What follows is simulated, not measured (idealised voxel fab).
Proc. module: voxel gate over fins
Cross-sectional view cut (width: 165 nm; square cell size: 5 nm).
Cross-section = grid of square cells, listed top down in bands; band = one or more rows. Basically the band line says how high the top is and how high the bottom is, in nm, and then what's in it from left to right, every material with its width in nm. Empty space shows up as "empty", and if a single material carries "edge to edge" it runs the full band edge to edge. Heads up on the height convention: 0 is the point under which the incoming wafer is all one material, and the lowest band has no bottom, it just keeps going down, like "0 -> down". A width such as "30..40" changes by the same amount from each row of cells to the next, from the band's top row to its bottom row. You'll sometimes find "remained the same" written for a step, and that's the way of saying that nowhere in the cross-section did a cell change during that step. Closed-off voids of 8+ cells (no open route to the top) go in "Sealed internal cavities", written width x height at distance from the left edge, in nm. What comes after the settings on a step's line is commentary from the simulator itself on that step. A step line may carry the setting "overlay nm", which, for steps involving a mask, states the distance by which the mask lay to the right of its intended position; negative values denote displacement to the left.
## Process steps foreseen in the plan
1 RECEIVE, material Si
2 CONFORMAL_DEP, material SiN, thk nm 10
3 PATTERN, tone cover, mask id FINS, material resist, width nm 15, pitch nm 60, thk nm 20, overlay nm 0
4 DIRECTIONAL_ETCH, etch materials SiN, depth nm 10
5 DIRECTIONAL_ETCH, etch materials Si, depth nm 30
6 STRIP, etch materials resist
7 FILL_DEP, material SiO2, thk nm 10
8 CMP, height nm 10
9 DIRECTIONAL_DEP, material aC, thk nm 15
10 PATTERN, tone open, mask id RAIL, material resist, width nm 15, thk nm 30, overlay nm 0
11 DIRECTIONAL_ETCH, etch materials aC, depth nm 15
12 STRIP, etch materials resist
13 DIRECTIONAL_ETCH, etch materials SiO2, depth nm 35
14 STRIP, etch materials aC
15 CONFORMAL_DEP, material TiN, thk nm 5
16 FILL_DEP, material Ru, thk nm 10
17 CMP, height nm 10
18 SELECTIVE_ETCH, etch materials W Ru TiN, depth nm 30
19 FILL_DEP, material SiO2, thk nm 5
20 CMP, height nm 10
21 SELECTIVE_ETCH, etch materials SiO2, depth nm 20
22 STRIP, etch materials SiN
23 CONFORMAL_DEP, material HfO2, thk nm 5
24 CONFORMAL_DEP, material TiN, thk nm 5
25 FILL_DEP, material W, thk nm 10
26 CMP, height nm 15
27 CONFORMAL_DEP, material SiCN, thk nm 5
## Step 1 complete: cross-section of the wafer as received
  0 -> down  Si edge to edge
  Sealed internal cavities: none
## Final wafer profile in cross-section after the module, from the same start and plan as above, with one mistake made during processing
  20 -> 15  SiCN edge to edge
  15 -> 10  W: 25  TiN: 55  W: 5  TiN: 55  W: 25
  10 -> 5  TiN edge to edge
  5 -> 0  TiN: 40  HfO2: 25  TiN: 35  HfO2: 25  TiN: 40
  0 -> -5  TiN: 40  HfO2: 5  Si: 15  HfO2: 5  TiN: 35  HfO2: 5  Si: 15  HfO2: 5  TiN: 40
  -5 -> -10  HfO2: 45  Si: 15  HfO2: 45  Si: 15  HfO2: 45
  -10 -> -20  SiO2: 45  Si: 15  SiO2: 45  Si: 15  SiO2: 45
  -20 -> -25  SiO2: 45  Si: 15  SiO2: 15  TiN: 15  SiO2: 15  Si: 15  SiO2: 45
  -25 -> -30  SiO2: 45  Si: 15  SiO2: 45  Si: 15  SiO2: 45
  -30 -> down  Si edge to edge
  Sealed internal cavities: none
The plan and the run diverged here: step 24 did not use the planned setting and instead ran as CONFORMAL_DEP, material TiN, thk nm 15
